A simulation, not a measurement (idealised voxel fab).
process module | voxel ribs on slabs
Section shown: cut. Width: 260 nm. Cell size: 5 nm, square.
For the purposes of this document, a cross-section shall be understood as a grid of square cells, specified as bands listed in top-to-bottom order, each band consisting of one or more rows of cells.
Top height, bottom height, nm. Materials left to right, width each, nm. Single material + "edge to edge" = fills band edge to edge. "empty" = empty.
Height is counted from the level 0, under which the received wafer is composed throughout of one material. The lowest of the bands is not closed at the bottom but continues downward, in the notation "0 and below".
With a width like "30..40", each row of cells in the band differs from the next by the same amount, the top row carrying the first number and the bottom row the second.
Where a step carries "stayed the same", the cross-section came out of it unchanged, cell for cell.
"Closed-off voids" lists enclosed empty spaces (at least 8 cells, no open path upward to the top), each as width x height at distance from the left edge, in nm.
If you see something after the settings on a step's line, that's the simulator's own remark about that step.
Steps that use a mask can have "overlay nm" on their line. It says how far the mask sat to the right of where it was meant to be. Negative means to the left.
**Planned process steps**
1 op RECEIVE | material Si
2 op DIRECTIONAL_DEP | material SiO2 | thk nm 30
3 op DIRECTIONAL_DEP | material SiN | thk nm 20
4 op DIRECTIONAL_DEP | material aC | thk nm 10
5 op PATTERN | tone cover | mask id RIB | material resist | width nm 20 | thk nm 25 | overlay nm 0
6 op DIRECTIONAL_ETCH | etch materials aC | depth nm 10
7 op STRIP | etch materials resist
8 op DIRECTIONAL_ETCH | etch materials SiN | depth nm 5
9 op STRIP | etch materials aC
10 op PATTERN | tone cover | mask id SLAB | material resist | width nm 70 | thk nm 15 | overlay nm 0
11 op DIRECTIONAL_ETCH | etch materials SiN | depth nm 15
12 op STRIP | etch materials resist
13 op FILL_DEP | material SiO2 | thk nm 30
14 op CMP | height nm 70
15 op DIRECTIONAL_DEP | material TiN | thk nm 5
16 op MASKED_ETCH | tone cover | mask id HEATER | width nm 30 | etch materials TiN | depth nm 5 | overlay nm 0
17 op CONFORMAL_DEP | material SiO2 | thk nm 5
**Cross-section of the wafer at receipt, which is the condition after step 1**
  0 and below = Si edge to edge
  Closed-off voids: none
**First of two wafers: cross-section at end of module, run per plan**
  80 down to 75 = empty 110 nm  SiO2 40 nm  empty 110 nm
  75 down to 70 = SiO2 115 nm  TiN 30 nm  SiO2 115 nm
  70 down to 50 = SiO2 edge to edge
  50 down to 45 = SiO2 120 nm  SiN 20 nm  SiO2 120 nm
  45 down to 30 = SiO2 95 nm  SiN 70 nm  SiO2 95 nm
  30 down to 0 = SiO2 edge to edge
  0 and below = Si edge to edge
  Closed-off voids: none
**This cross-section belongs to the second wafer of two at the end of the module; the start and the plan were shared with the first, and the run included one mistake**
  75 down to 70 = empty 115 nm  TiN 30 nm  empty 115 nm
  70 down to 50 = SiO2 edge to edge
  50 down to 45 = SiO2 120 nm  SiN 20 nm  SiO2 120 nm
  45 down to 30 = SiO2 95 nm  SiN 70 nm  SiO2 95 nm
  30 down to 0 = SiO2 edge to edge
  0 and below = Si edge to edge
  Closed-off voids: none
What went wrong in running the wafer? step 17 of the plan got skipped, so it never ran
At the finish, the second wafer shows more or fewer cells for some materials than the first does: SiO2 -54
